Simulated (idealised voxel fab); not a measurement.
The name of this process module is voxel gate over fins.
Xsec cut, 300 nm wide, square cell size 5 nm.
If you're reading a cross-section in this doc, picture square cells in a grid; it comes to you as bands, top ones listed first down to the bottom, and a band can be one or more rows of cells.
Top, bottom (nm), then materials left to right with widths (nm); lone material tagged "throughout" fills the whole band edge to edge; "empty" = empty space.
Height 0 is the level under which the wafer as received is all one material. The lowest band goes on downwards, as in "from 0 down".
Top row gets the first number, bottom row gets the second, and each row in between changes by the same step: that is how a band width like "30->40" works.
For the purposes of this document, the phrase "no modifications" attached to a step denotes that no cell within the cross-section was modified by that step.
Any empty space of 8 cells or more lacking an open way to the top shows up in "Closed void register" as width x height at distance, distance from the left edge, in nm.
Text after the settings on a step's line: the simulator's own remark on that step.
On any step carrying a mask, the "overlay nm" setting, if present on the step's line, tells how far right of its planned place the mask lay; negative values point to the left.

Process steps - plan:
1) RECEIVE | material Si
2) CONFORMAL_DEP | material SiN | thk nm 5
3) MASKED_ETCH | tone cover | mask id FINS | width nm 15 | pitch nm 45 | etch materials SiN | depth nm 5 | overlay nm 0
4) MASKED_ETCH | tone cover | mask id FINS | width nm 15 | pitch nm 45 | etch materials Si | depth nm 35 | overlay nm 0
5) FILL_DEP | material SiO2 | thk nm 5
6) CMP | height nm 5
7) SELECTIVE_ETCH | etch materials SiO2 | depth nm 20
8) STRIP | etch materials SiN
9) CONFORMAL_DEP | material HfO2 | thk nm 5
10) CONFORMAL_DEP | material TiN | thk nm 5
11) CONFORMAL_DEP | material TiAl | thk nm 5
12) CONFORMAL_DEP | material TiN | thk nm 5
13) FILL_DEP | material W | thk nm 10
14) CMP | height nm 25
15) CONFORMAL_DEP | material SiCN | thk nm 5

Cross-section of the incoming wafer, state after step 1:
* from 0 down: Si throughout
* Closed void register: none

Cross-sectional result after module completion. Note: starting condition and plan are unchanged from above; one processing mistake was made:
* from 40 to 25: SiCN throughout
* from 25 to 20: W throughout
* from 20 to 15: W=100, then TiN=100, then W=100
* from 15 to 10: W=100, then TiN=5, then TiAl=90, then TiN=5, then W=100
* from 10 to 5: W=100, then TiN=5, then TiAl=5, then TiN=35, then TiAl=10, then TiN=35, then TiAl=5, then TiN=5, then W=100
* from 5 to 0: TiN=105, then TiAl=5, then TiN=5, then HfO2=25, then TiN=5, then TiAl=10, then TiN=5, then HfO2=25, then TiN=5, then TiAl=5, then TiN=105
* from 0 to -5: TiAl=110, then TiN=5, then HfO2=5, then Si=15, then HfO2=5, then TiN=5, then TiAl=10, then TiN=5, then HfO2=5, then Si=15, then HfO2=5, then TiN=5, then TiAl=110
* from -5 to -10: TiN=115, then HfO2=5, then Si=15, then HfO2=5, then TiN=20, then HfO2=5, then Si=15, then HfO2=5, then TiN=115
* from -10 to -15: HfO2=120, then Si=15, then HfO2=30, then Si=15, then HfO2=120
* from -15 to -35: SiO2=120, then Si=15, then SiO2=30, then Si=15, then SiO2=120
* from -35 down: Si throughout
* Closed void register: none
Diagnosis: note that step 15 departed from the planned setting and was carried out as CONFORMAL_DEP | material SiCN | thk nm 15
